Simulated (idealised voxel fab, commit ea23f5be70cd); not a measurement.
The following process module bears the name voxel plated lines.
This is section cut - it's 265 nm across, gridded in 5 nm square cells.
Notation: cross-section as square-cell grid; stated in bands, top first, going down; one or more cell rows per band.
Heights first: top, then bottom, in nm. Then materials, left to right, each with a width in nm. "throughout" on a single material: fills the band edge to edge. "empty": empty space.
Zero point of the height axis is 0; under it, received wafer = one material. Lowest band: continues down indefinitely, "z 0 and below".
When a width is written as two numbers, as in "30..40", the first number is the width in the top row of cells of the band and the second is the width in its bottom row, and the width changes by the same amount from each row to the next.
A step reported as "identical to before" is a step in which no cell of the cross-section changed.
The entry "Closed internal voids" lists the empty spaces that cover at least 8 cells and have no open path to the top. Each is written as width x height at distance, where the distance is measured from the left edge and all three values are in nm.
On each step's line, the part that comes after the settings is the simulator's own comment on the step.
overlay nm: for a step with a mask, the amount by which the mask lay right of where it was planned; a negative amount means left of it.
LISTED BELOW ARE THE PROCESS STEPS AS PLANNED
- 1: RECEIVE (material Si)
- 2: CONFORMAL_DEP (material SiO2; thk nm 10)
- 3: DIRECTIONAL_DEP (material TiN; thk nm 5)
- 4: PATTERN (tone open; mask id LINES; material resist; width nm 30; pitch nm 50; thk nm 35; overlay nm 0)
- 5: EPI (material Ru; thk nm 10)
- 6: EPI (material Ru; thk nm 10)
- 7: EPI (material Ru; thk nm 10)
- 8: STRIP (etch materials resist)
- 9: DIRECTIONAL_ETCH (etch materials TiN; depth nm 5)
- 10: CONFORMAL_DEP (material SiCN; thk nm 5)
BELOW: THE FIRST OF TWO WAFERS, RUN AS PLANNED
INCOMING WAFER IN CROSS-SECTION (STATE: AFTER STEP 1)
    z 0 and below = Si throughout
    Closed internal voids: none
UPON COMPLETION OF STEP 2, THE WAFER APPEARS IN CROSS-SECTION AS SHOWN
    z 10 to 0 = SiO2 throughout
    Whatever lies below 0 is exactly as it was before.
UPON COMPLETION OF STEP 3, THE WAFER APPEARS IN CROSS-SECTION AS SHOWN
    z 15 to 10 = TiN throughout
    Whatever lies below 10 is exactly as it was before.
UPON COMPLETION OF STEP 4, THE WAFER APPEARS IN CROSS-SECTION AS SHOWN
    z 50 to 15 = resist: 40 | empty: 30 | resist: 20 | empty: 30 | resist: 20 | empty: 30 | resist: 20 | empty: 30 | resist: 45
    Whatever lies below 15 is exactly as it was before.
UPON COMPLETION OF STEP 5, THE WAFER APPEARS IN CROSS-SECTION AS SHOWN
    z 50 to 25 = resist: 40 | empty: 30 | resist: 20 | empty: 30 | resist: 20 | empty: 30 | resist: 20 | empty: 30 | resist: 45
    z 25 to 15 = resist: 40 | Ru: 30 | resist: 20 | Ru: 30 | resist: 20 | Ru: 30 | resist: 20 | Ru: 30 | resist: 45
    Whatever lies below 15 is exactly as it was before.
UPON COMPLETION OF STEP 6, THE WAFER APPEARS IN CROSS-SECTION AS SHOWN
    z 50 to 35 = resist: 40 | empty: 30 | resist: 20 | empty: 30 | resist: 20 | empty: 30 | resist: 20 | empty: 30 | resist: 45
    z 35 to 15 = resist: 40 | Ru: 30 | resist: 20 | Ru: 30 | resist: 20 | Ru: 30 | resist: 20 | Ru: 30 | resist: 45
    Whatever lies below 15 is exactly as it was before.
UPON COMPLETION OF STEP 7, THE WAFER APPEARS IN CROSS-SECTION AS SHOWN
    z 50 to 45 = resist: 40 | empty: 30 | resist: 20 | empty: 30 | resist: 20 | empty: 30 | resist: 20 | empty: 30 | resist: 45
    z 45 to 15 = resist: 40 | Ru: 30 | resist: 20 | Ru: 30 | resist: 20 | Ru: 30 | resist: 20 | Ru: 30 | resist: 45
    Whatever lies below 15 is exactly as it was before.
UPON COMPLETION OF STEP 8, THE WAFER APPEARS IN CROSS-SECTION AS SHOWN
    z 45 to 15 = empty: 40 | Ru: 30 | empty: 20 | Ru: 30 | empty: 20 | Ru: 30 | empty: 20 | Ru: 30 | empty: 45
    Whatever lies below 15 is exactly as it was before.
UPON COMPLETION OF STEP 9, THE WAFER APPEARS IN CROSS-SECTION AS SHOWN
    z 45 to 15 = empty: 40 | Ru: 30 | empty: 20 | Ru: 30 | empty: 20 | Ru: 30 | empty: 20 | Ru: 30 | empty: 45
    z 15 to 10 = empty: 40 | TiN: 30 | empty: 20 | TiN: 30 | empty: 20 | TiN: 30 | empty: 20 | TiN: 30 | empty: 45
    Whatever lies below 10 is exactly as it was before.
UPON COMPLETION OF STEP 10, THE WAFER APPEARS IN CROSS-SECTION AS SHOWN
    z 50 to 45 = empty: 35 | SiCN: 40 | empty: 10 | SiCN: 40 | empty: 10 | SiCN: 40 | empty: 10 | SiCN: 40 | empty: 40
    z 45 to 15 = empty: 35 | SiCN: 5 | Ru: 30 | SiCN: 5 | empty: 10 | SiCN: 5 | Ru: 30 | SiCN: 5 | empty: 10 | SiCN: 5 | Ru: 30 | SiCN: 5 | empty: 10 | SiCN: 5 | Ru: 30 | SiCN: 5 | empty: 40
    z 15 to 10 = SiCN: 40 | TiN: 30 | SiCN: 20 | TiN: 30 | SiCN: 20 | TiN: 30 | SiCN: 20 | TiN: 30 | SiCN: 45
    Whatever lies below 10 is exactly as it was before.
THE SECOND WAFER: IDENTICAL TO THE FIRST AT THE OUTSET AND IN ITS PLANNED SEQUENCE, DIFFERING ONLY IN THAT ONE MISTAKE WAS MADE DURING PROCESSING; UP TO AND INCLUDING STEP 4, ITS PATH IS THE FIRST WAFER'S PATH
SECOND WAFER, CROSS-SECTION, PLANNED END OF STEP 7
    z 55 to 50 = empty: 35 | Ru: 40 | empty: 10 | Ru: 40 | empty: 10 | Ru: 40 | empty: 10 | Ru: 40 | empty: 40
    z 50 to 15 = resist: 40 | Ru: 30 | resist: 20 | Ru: 30 | resist: 20 | Ru: 30 | resist: 20 | Ru: 30 | resist: 45
    Whatever lies below 15 is exactly as it was before.
SECOND WAFER, CROSS-SECTION, PLANNED END OF STEP 8
    z 55 to 50 = empty: 35 | Ru: 40 | empty: 10 | Ru: 40 | empty: 10 | Ru: 40 | empty: 10 | Ru: 40 | empty: 40
    z 50 to 15 = empty: 40 | Ru: 30 | empty: 20 | Ru: 30 | empty: 20 | Ru: 30 | empty: 20 | Ru: 30 | empty: 45
    Whatever lies below 15 is exactly as it was before.
SECOND WAFER, CROSS-SECTION, PLANNED END OF STEP 9
    z 55 to 50 = empty: 35 | Ru: 40 | empty: 10 | Ru: 40 | empty: 10 | Ru: 40 | empty: 10 | Ru: 40 | empty: 40
    z 50 to 15 = empty: 40 | Ru: 30 | empty: 20 | Ru: 30 | empty: 20 | Ru: 30 | empty: 20 | Ru: 30 | empty: 45
    z 15 to 10 = empty: 35 | TiN: 40 | empty: 10 | TiN: 40 | empty: 10 | TiN: 40 | empty: 10 | TiN: 40 | empty: 40
    Whatever lies below 10 is exactly as it was before.
SECOND WAFER, CROSS-SECTION, PLANNED END OF STEP 10
    z 60 to 55 = empty: 30 | SiCN: 200 | empty: 35
    z 55 to 45 = empty: 30 | SiCN: 5..10 | Ru: 40..30 | SiCN: 10..20 | Ru: 40..30 | SiCN: 10..20 | Ru: 40..30 | SiCN: 10..20 | Ru: 40..30 | SiCN: 5..10 | empty: 35
    z 45 to 20 = empty: 35 | SiCN: 5 | Ru: 30 | SiCN: 5 | empty: 10 | SiCN: 5 | Ru: 30 | SiCN: 5 | empty: 10 | SiCN: 5 | Ru: 30 | SiCN: 5 | empty: 10 | SiCN: 5 | Ru: 30 | SiCN: 5 | empty: 40
    z 20 to 15 = empty: 30 | SiCN: 10 | Ru: 30 | SiCN: 20 | Ru: 30 | SiCN: 20 | Ru: 30 | SiCN: 20 | Ru: 30 | SiCN: 10 | empty: 35
    z 15 to 10 = SiCN: 35 | TiN: 40 | SiCN: 10 | TiN: 40 | SiCN: 10 | TiN: 40 | SiCN: 10 | TiN: 40 | SiCN: 40
    Whatever lies below 10 is exactly as it was before.
    Closed internal voids: 10 x 25 at 75; 10 x 25 at 125; 10 x 25 at 175
Processing error: one of the like steps 5, 6 and 7 was run twice, and which one is unknowable
Upon completion, the second wafer contains, in terms of cells, a greater or smaller amount of certain materials than the first wafer: 56 more of Ru | 32 more of SiCN | 8 more of TiN
At the end, the first wafer has 0 closed voids and the second wafer has 3.
